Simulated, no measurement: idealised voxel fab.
Title: Process Module voxel fin reveal
The cross-section on display is named cut; it measures 165 nm wide, and its cells are 5 nm squares.
If you're reading a cross-section in this doc, picture square cells in a grid; it comes to you as bands, top ones listed first down to the bottom, and a band can be one or more rows of cells. Top, bottom (nm), then materials left to right with widths (nm); lone material tagged "full width" fills the whole band edge to edge; "empty" = empty space. Heights are measured from 0, the level below which the as-received wafer is all one material; the lowest band has no bottom and continues downward, written as in "0..down". A two-number width, for instance "30..40", indicates that the width is equal to the first number in the top row of the band and to the second number in the bottom row, and that it changes by a constant amount per row of cells. "changes: none" after a step means that no cell of the cross-section changed. The label "Enclosed cavities" introduces a list of the empty spaces, 8 cells or larger, that have no open way up to the top; each entry in it reads width x height at distance, where the distance is taken from the left edge and all three are stated in nm. On a step's line, text after the settings is the simulator commenting on that step. Each step line may optionally specify "overlay nm", which for a step with a mask gives the rightward distance between the mask's planned place and where it lay, a negative value indicating the leftward direction.
## The following list gives the planned process steps
- 1: RECEIVE, material Si
- 2: CONFORMAL_DEP, material SiN, thk nm 5
- 3: MASKED_ETCH, tone cover, mask id FINS, width nm 15, pitch nm 40, etch materials SiN, depth nm 5, overlay nm 0
- 4: MASKED_ETCH, tone cover, mask id FINS, width nm 15, pitch nm 40, etch materials Si, depth nm 40, overlay nm 0
- 5: OXIDIZE, depth nm 5
- 6: FILL_DEP, material SiO2, thk nm 5
- 7: CMP, height nm 5
- 8: SELECTIVE_ETCH, etch materials SiO2, depth nm 30
- 9: STRIP, etch materials SiN
## So, the first of our two wafers, run just as we planned it
## As-received state of the wafer in cross-section, equivalent to post-step 1
	0..down  Si full width
	Enclosed cavities: none
## The wafer in cross-section once step 2 is complete
	5..0  SiN full width
	No changes below 0.
## The wafer in cross-section once step 3 is complete
	5..0  empty=15, SiN=15, empty=25, SiN=15, empty=25, SiN=15, empty=25, SiN=15, empty=15
	No changes below 0.
## The wafer in cross-section once step 4 is complete
	5..0  empty=15, SiN=15, empty=25, SiN=15, empty=25, SiN=15, empty=25, SiN=15, empty=15
	0..-40  empty=15, Si=15, empty=25, Si=15, empty=25, Si=15, empty=25, Si=15, empty=15
	No changes below -40.
## The wafer in cross-section once step 5 is complete
	5..0  empty=15, SiN=15, empty=25, SiN=15, empty=25, SiN=15, empty=25, SiN=15, empty=15
	0..-40  empty=15, SiO2=5, Si=5, SiO2=5, empty=25, SiO2=5, Si=5, SiO2=5, empty=25, SiO2=5, Si=5, SiO2=5, empty=25, SiO2=5, Si=5, SiO2=5, empty=15
	-40..-45  SiO2=20, Si=5, SiO2=35, Si=5, SiO2=35, Si=5, SiO2=35, Si=5, SiO2=20
	No changes below -45.
## The wafer in cross-section once step 6 is complete
	10..5  SiO2 full width
	5..0  SiO2=15, SiN=15, SiO2=25, SiN=15, SiO2=25, SiN=15, SiO2=25, SiN=15, SiO2=15
	0..-45  SiO2=20, Si=5, SiO2=35, Si=5, SiO2=35, Si=5, SiO2=35, Si=5, SiO2=20
	No changes below -45.
## The wafer in cross-section once step 7 is complete
	5..0  SiO2=15, SiN=15, SiO2=25, SiN=15, SiO2=25, SiN=15, SiO2=25, SiN=15, SiO2=15
	No changes below 0.
## The wafer in cross-section once step 8 is complete
	5..0  empty=15, SiN=15, empty=25, SiN=15, empty=25, SiN=15, empty=25, SiN=15, empty=15
	0..-25  empty=20, Si=5, empty=35, Si=5, empty=35, Si=5, empty=35, Si=5, empty=20
	No changes below -25.
## The wafer in cross-section once step 9 is complete
	0..-25  empty=20, Si=5, empty=35, Si=5, empty=35, Si=5, empty=35, Si=5, empty=20
	No changes below -25.
## Wafer two: like wafer one in start and plan, but with one mistake in execution; identical up to and including step 8
Cross-section of the second wafer at the time step 9 of the plan should have ended: changes: none
Want to know what went wrong? the plan's step 9 went unexecuted, having been skipped
at the end the second wafer has, in cells: +12 SiN
